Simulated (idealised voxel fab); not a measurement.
This section sets out a process module, namely voxel self aligned contacts.
Displayed cross-section: cut, width of 175 nm, square cells sized 5 nm.
Each cross-section below is a grid of square cells, stated as bands in top-down order, with one or more rows of cells making up each band.
A band entry consists of two parts. The first gives the height of the band's top and the height of its bottom, in nm. The rest lists the band's materials from left to right, each with its width in nm. A single material labelled with the word "all across" fills the band from edge to edge, and the word "air" marks empty space.
Height datum 0, below which the as-received substrate wafer is one material. Lowest band open at the bottom, running downward: "from 0 down".
You'd read "30..40" like this: the band's top row of cells is as wide as the first number, its bottom row is as wide as the second, and going down, every row changes width by the same amount as the row before did.
For the purposes of this document, the phrase "nothing was modified" attached to a step denotes that no cell within the cross-section was modified by that step.
Enclosed voids (no open way to top), threshold 8 cells or more, entry "Enclosed void inventory", notation width x height at distance, distance from left edge, nm.
On each step's line, the part that comes after the settings is the simulator's own comment on the step.
"overlay nm" on a masked step: distance the mask lay right of its planned place, negative for left.
STEPS IN THE PROCESS PLAN
1: RECEIVE (material Si)
2: CONFORMAL_DEP (material SiO2; thk nm 5)
3: DIRECTIONAL_DEP (material polySi; thk nm 20)
4: DIRECTIONAL_DEP (material SiN; thk nm 20)
5: MASKED_ETCH (tone cover; mask id GATE; width nm 35; pitch nm 65; etch materials SiN; depth nm 20; overlay nm 0)
6: MASKED_ETCH (tone cover; mask id GATE; width nm 35; pitch nm 65; etch materials polySi; depth nm 20; overlay nm 0)
7: CONFORMAL_DEP (material SiN; thk nm 5)
8: DIRECTIONAL_ETCH (etch materials SiN; depth nm 5)
9: FILL_DEP (material SiO2; thk nm 10)
10: CMP (height nm 50)
11: PATTERN (tone open; mask id CONTACT; material resist; width nm 40; thk nm 20; overlay nm 0)
12: DIRECTIONAL_ETCH (etch materials SiO2; depth nm 50)
13: STRIP (etch materials resist)
14: CONFORMAL_DEP (material TiN; thk nm 5)
15: FILL_DEP (material W; thk nm 10)
16: CMP (height nm 50)
17: CONFORMAL_DEP (material SiN; thk nm 5)
FIRST OF TWO WAFERS, WITH THE RUN CARRIED OUT AS PLANNED
WAFER AT RECEIPT (POST STEP 1), CROSS-SECTION
  from 0 down | Si all across
  Enclosed void inventory: none
WAFER XSEC, POST STEP 2
  from 5 to 0 | SiO2 all across
  Anything lower than 0 is untouched.
WAFER XSEC, POST STEP 3
  from 25 to 5 | polySi all across
  Anything lower than 5 is untouched.
WAFER XSEC, POST STEP 4
  from 45 to 25 | SiN all across
  Anything lower than 25 is untouched.
WAFER XSEC, POST STEP 5
  from 45 to 25 | air (35); SiN (35); air (30); SiN (35); air (40)
  Anything lower than 25 is untouched.
WAFER XSEC, POST STEP 6
  from 45 to 25 | air (35); SiN (35); air (30); SiN (35); air (40)
  from 25 to 5 | air (35); polySi (35); air (30); polySi (35); air (40)
  Anything lower than 5 is untouched.
WAFER XSEC, POST STEP 7
  from 50 to 25 | air (30); SiN (45); air (20); SiN (45); air (35)
  from 25 to 10 | air (30); SiN (5); polySi (35); SiN (5); air (20); SiN (5); polySi (35); SiN (5); air (35)
  from 10 to 5 | SiN (35); polySi (35); SiN (30); polySi (35); SiN (40)
  Anything lower than 5 is untouched.
WAFER XSEC, POST STEP 8
  from 45 to 25 | air (30); SiN (45); air (20); SiN (45); air (35)
  from 25 to 5 | air (30); SiN (5); polySi (35); SiN (5); air (20); SiN (5); polySi (35); SiN (5); air (35)
  Anything lower than 5 is untouched.
WAFER XSEC, POST STEP 9
  from 55 to 45 | SiO2 all across
  from 45 to 25 | SiO2 (30); SiN (45); SiO2 (20); SiN (45); SiO2 (35)
  from 25 to 5 | SiO2 (30); SiN (5); polySi (35); SiN (5); SiO2 (20); SiN (5); polySi (35); SiN (5); SiO2 (35)
  Anything lower than 5 is untouched.
WAFER XSEC, POST STEP 10
  from 50 to 45 | SiO2 all across
  Anything lower than 45 is untouched.
WAFER XSEC, POST STEP 11
  from 70 to 50 | resist (65); air (40); resist (70)
  Anything lower than 50 is untouched.
WAFER XSEC, POST STEP 12
  from 70 to 50 | resist (65); air (40); resist (70)
  from 50 to 45 | SiO2 (65); air (40); SiO2 (70)
  from 45 to 25 | SiO2 (30); SiN (45); air (20); SiN (45); SiO2 (35)
  from 25 to 5 | SiO2 (30); SiN (5); polySi (35); SiN (5); air (20); SiN (5); polySi (35); SiN (5); SiO2 (35)
  from 5 to 0 | SiO2 (75); air (20); SiO2 (80)
  Anything lower than 0 is untouched.
WAFER XSEC, POST STEP 13
  from 50 to 45 | SiO2 (65); air (40); SiO2 (70)
  Anything lower than 45 is untouched.
WAFER XSEC, POST STEP 14
  from 55 to 50 | TiN (70); air (30); TiN (75)
  from 50 to 45 | SiO2 (65); TiN (15); air (10); TiN (15); SiO2 (70)
  from 45 to 25 | SiO2 (30); SiN (45); TiN (5); air (10); TiN (5); SiN (45); SiO2 (35)
  from 25 to 5 | SiO2 (30); SiN (5); polySi (35); SiN (5); TiN (5); air (10); TiN (5); SiN (5); polySi (35); SiN (5); SiO2 (35)
  from 5 to 0 | SiO2 (75); TiN (20); SiO2 (80)
  Anything lower than 0 is untouched.
WAFER XSEC, POST STEP 15
  from 65 to 55 | W all across
  from 55 to 50 | TiN (70); W (30); TiN (75)
  from 50 to 45 | SiO2 (65); TiN (15); W (10); TiN (15); SiO2 (70)
  from 45 to 25 | SiO2 (30); SiN (45); TiN (5); W (10); TiN (5); SiN (45); SiO2 (35)
  from 25 to 5 | SiO2 (30); SiN (5); polySi (35); SiN (5); TiN (5); W (10); TiN (5); SiN (5); polySi (35); SiN (5); SiO2 (35)
  Anything lower than 5 is untouched.
WAFER XSEC, POST STEP 16
  from 50 to 45 | SiO2 (65); TiN (15); W (10); TiN (15); SiO2 (70)
  Anything lower than 45 is untouched.
WAFER XSEC, POST STEP 17
  from 55 to 50 | SiN all across
  Anything lower than 50 is untouched.
THE SECOND WAFER: IDENTICAL TO THE FIRST AT THE OUTSET AND IN ITS PLANNED SEQUENCE, DIFFERING ONLY IN THAT ONE MISTAKE WAS MADE DURING PROCESSING; UP TO AND INCLUDING STEP 10, ITS PATH IS THE FIRST WAFER'S PATH
SECOND WAFER AT THE PLANNED FINISH OF STEP 11, SEEN IN CROSS-SECTION
  from 70 to 50 | resist (70); air (30); resist (75)
  Anything lower than 50 is untouched.
SECOND WAFER AT THE PLANNED FINISH OF STEP 12, SEEN IN CROSS-SECTION
  from 70 to 50 | resist (70); air (30); resist (75)
  from 50 to 45 | SiO2 (70); air (30); SiO2 (75)
  from 45 to 25 | SiO2 (30); SiN (45); air (20); SiN (45); SiO2 (35)
  from 25 to 5 | SiO2 (30); SiN (5); polySi (35); SiN (5); air (20); SiN (5); polySi (35); SiN (5); SiO2 (35)
  from 5 to 0 | SiO2 (75); air (20); SiO2 (80)
  Anything lower than 0 is untouched.
SECOND WAFER AT THE PLANNED FINISH OF STEP 13, SEEN IN CROSS-SECTION
  from 50 to 45 | SiO2 (70); air (30); SiO2 (75)
  Anything lower than 45 is untouched.
SECOND WAFER AT THE PLANNED FINISH OF STEP 14, SEEN IN CROSS-SECTION
  from 55 to 50 | TiN (75); air (20); TiN (80)
  from 50 to 45 | SiO2 (70); TiN (10); air (10); TiN (10); SiO2 (75)
  from 45 to 25 | SiO2 (30); SiN (45); TiN (5); air (10); TiN (5); SiN (45); SiO2 (35)
  from 25 to 5 | SiO2 (30); SiN (5); polySi (35); SiN (5); TiN (5); air (10); TiN (5); SiN (5); polySi (35); SiN (5); SiO2 (35)
  from 5 to 0 | SiO2 (75); TiN (20); SiO2 (80)
  Anything lower than 0 is untouched.
SECOND WAFER AT THE PLANNED FINISH OF STEP 15, SEEN IN CROSS-SECTION
  from 65 to 55 | W all across
  from 55 to 50 | TiN (75); W (20); TiN (80)
  from 50 to 45 | SiO2 (70); TiN (10); W (10); TiN (10); SiO2 (75)
  from 45 to 25 | SiO2 (30); SiN (45); TiN (5); W (10); TiN (5); SiN (45); SiO2 (35)
  from 25 to 5 | SiO2 (30); SiN (5); polySi (35); SiN (5); TiN (5); W (10); TiN (5); SiN (5); polySi (35); SiN (5); SiO2 (35)
  Anything lower than 5 is untouched.
SECOND WAFER AT THE PLANNED FINISH OF STEP 16, SEEN IN CROSS-SECTION
  from 50 to 45 | SiO2 (70); TiN (10); W (10); TiN (10); SiO2 (75)
  Anything lower than 45 is untouched.
SECOND WAFER AT THE PLANNED FINISH OF STEP 17, SEEN IN CROSS-SECTION
  from 55 to 50 | SiN all across
  Anything lower than 50 is untouched.
Deviation noted in wafer processing: off-plan run, step 11, actual operation and settings PATTERN (tone open; mask id CONTACT; material resist; width nm 30; thk nm 20; overlay nm 0)
Once processing is complete, comparing cell counts shows that the second wafer has more or fewer of certain materials than the first: SiO2: 2 more | TiN: 2 fewer
